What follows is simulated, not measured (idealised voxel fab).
Process module name: voxel air gaps
Cross-section cut spans 175 nm and uses square cells 5 nm in size.
Bands, listed from the top down, are how a cross-section gets written in this document; the cross-section itself is a grid of square cells, and a band is one or more rows of them.
Heights first: top, then bottom, in nm. Then materials, left to right, each with a width in nm. "all across" on a single material: fills the band edge to edge. "blank": empty space.
Note: height 0 marks the level under which the wafer is uniformly one material as received. Lowest band unbounded below, written "0 and below".
Width "30->40": first value at the band's top row of cells, second value at its bottom row, equal change from row to row.
It should be understood that the words "same as before", when stated for a given step, signify that the cross-section underwent no change in any of its cells during that step.
"Closed void inventory": sealed empty spaces, 8 cells or more, no open way to top, listed width x height at distance, with distance from the left edge and width, height and distance in nm.
after a step's settings: what the simulator itself notes on the step
Among the settings permitted on a step's line is "overlay nm"; applied to a step with a mask, it specifies the extent to which the mask lay to the right of its planned position, whereas a negative figure signifies a position to the left.

Steps planned for the process
1. RECEIVE [material Si]
2. CONFORMAL_DEP [material SiO2] [thk nm 10]
3. CONFORMAL_DEP [material SiCN] [thk nm 5]
4. DIRECTIONAL_DEP [material lowk] [thk nm 40]
5. DIRECTIONAL_DEP [material aC] [thk nm 15]
6. PATTERN [tone open] [mask id LINES] [material resist] [width nm 15] [pitch nm 40] [thk nm 30] [overlay nm 0]
7. DIRECTIONAL_ETCH [etch materials aC] [depth nm 15]
8. STRIP [etch materials resist]
9. DIRECTIONAL_ETCH [etch materials lowk] [depth nm 40]
10. STRIP [etch materials aC]
11. CONFORMAL_DEP [material TiN] [thk nm 5]
12. FILL_DEP [material W] [thk nm 5]
13. CMP [height nm 55]
14. EPI [material Ru] [thk nm 10]
15. SELECTIVE_ETCH [etch materials lowk] [depth nm 50]
16. CONFORMAL_DEP [material SiCN] [thk nm 5]

Cross-section of the incoming wafer, state after step 1
  0 and below  Si all across
  Closed void inventory: none

Final cross-section, module run with one mistake (start and plan as above)
  70 down to 65  blank 5 nm  SiCN 165 nm  blank 5 nm
  65 down to 55  blank 5 nm  SiCN 5 nm  Ru 35 nm  SiCN 5 nm  Ru 35 nm  SiCN 5 nm  Ru 35 nm  SiCN 5 nm  Ru 35 nm  SiCN 5 nm  blank 5 nm
  55 down to 50  blank 5 nm  SiCN 15 nm  TiN 5 nm  W 5 nm  TiN 5 nm  SiCN 25 nm  TiN 5 nm  W 5 nm  TiN 5 nm  SiCN 25 nm  TiN 5 nm  W 5 nm  TiN 5 nm  SiCN 25 nm  TiN 5 nm  W 5 nm  TiN 5 nm  SiCN 15 nm  blank 5 nm
  50 down to 20  blank 15 nm  SiCN 5 nm  TiN 5 nm  W 5 nm  TiN 5 nm  SiCN 5 nm  blank 15 nm  SiCN 5 nm  TiN 5 nm  W 5 nm  TiN 5 nm  SiCN 5 nm  blank 15 nm  SiCN 5 nm  TiN 5 nm  W 5 nm  TiN 5 nm  SiCN 5 nm  blank 15 nm  SiCN 5 nm  TiN 5 nm  W 5 nm  TiN 5 nm  SiCN 5 nm  blank 15 nm
  20 down to 15  SiCN 20 nm  TiN 15 nm  SiCN 25 nm  TiN 15 nm  SiCN 25 nm  TiN 15 nm  SiCN 25 nm  TiN 15 nm  SiCN 20 nm
  15 down to 5  SiO2 all across
  5 down to 0  SiCN all across
  0 and below  Si all across
  Closed void inventory: 15 x 30 at 40; 15 x 30 at 80; 15 x 30 at 120
Deviation from plan: plan vs actual: 2 and 3 interchanged
